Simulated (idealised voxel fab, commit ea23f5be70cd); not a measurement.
The following process module bears the name voxel plated lines.
Cross-section cut: width 245 nm, square cells of 5 nm.
In this document a cross-section is written as a grid of square cells. It is given as a series of bands, listed from the top down, and a band is one or more rows of cells.
Basically the band line says how high the top is and how high the bottom is, in nm, and then what's in it from left to right, every material with its width in nm. Empty space shows up as "blank", and if a single material carries "all across" it runs the full band edge to edge.
Zero point of the height axis is 0; under it, received wafer = one material. Lowest band: continues down indefinitely, "0..down".
Read "30->40" as a graded width: first number on top, second number at the bottom, same change between each pair of neighbouring rows.
For the purposes of this document, the phrase "nothing was modified" attached to a step denotes that no cell within the cross-section was modified by that step.
"Entrapped void list" specifies each empty space that is not open to the top and that occupies no fewer than 8 cells, using the form width x height at distance, the distance measured from the left edge and all three quantities in nm.
Where a step's line continues beyond its settings, the continuation is a remark by the simulator itself on that step.
Among the settings permitted on a step's line is "overlay nm"; applied to a step with a mask, it specifies the extent to which the mask lay to the right of its planned position, whereas a negative figure signifies a position to the left.

# List of planned process steps
1 RECEIVE [material Si]
2 CONFORMAL_DEP [material SiN] [thk nm 15]
3 DIRECTIONAL_DEP [material TiN] [thk nm 5]
4 PATTERN [tone open] [mask id LINES] [material resist] [width nm 15] [pitch nm 35] [thk nm 40] [overlay nm 0]
5 EPI [material Ru] [thk nm 5]
6 EPI [material Ru] [thk nm 5]
7 EPI [material Ru] [thk nm 5]
8 STRIP [etch materials resist]
9 DIRECTIONAL_ETCH [etch materials TiN] [depth nm 5]
10 CONFORMAL_DEP [material SiN] [thk nm 10]

# Cross-section of the wafer at receipt, which is the condition after step 1
0..down  Si all across
Entrapped void list: none

# Cross-sectional result after module completion. Note: starting condition and plan are unchanged from above; one processing mistake was made
45..35  SiN all across
35..20  Ru (80), then SiN (15), then Ru (20), then SiN (15), then Ru (20), then SiN (15), then Ru (80)
20..15  TiN (80), then SiN (15), then TiN (20), then SiN (15), then TiN (20), then SiN (15), then TiN (80)
15..0  SiN all across
0..down  Si all across
Entrapped void list: none
What was done differently from what was planned? note that step 4 departed from the planned setting and was carried out as PATTERN [tone cover] [mask id LINES] [material resist] [width nm 15] [pitch nm 35] [thk nm 40] [overlay nm 0]
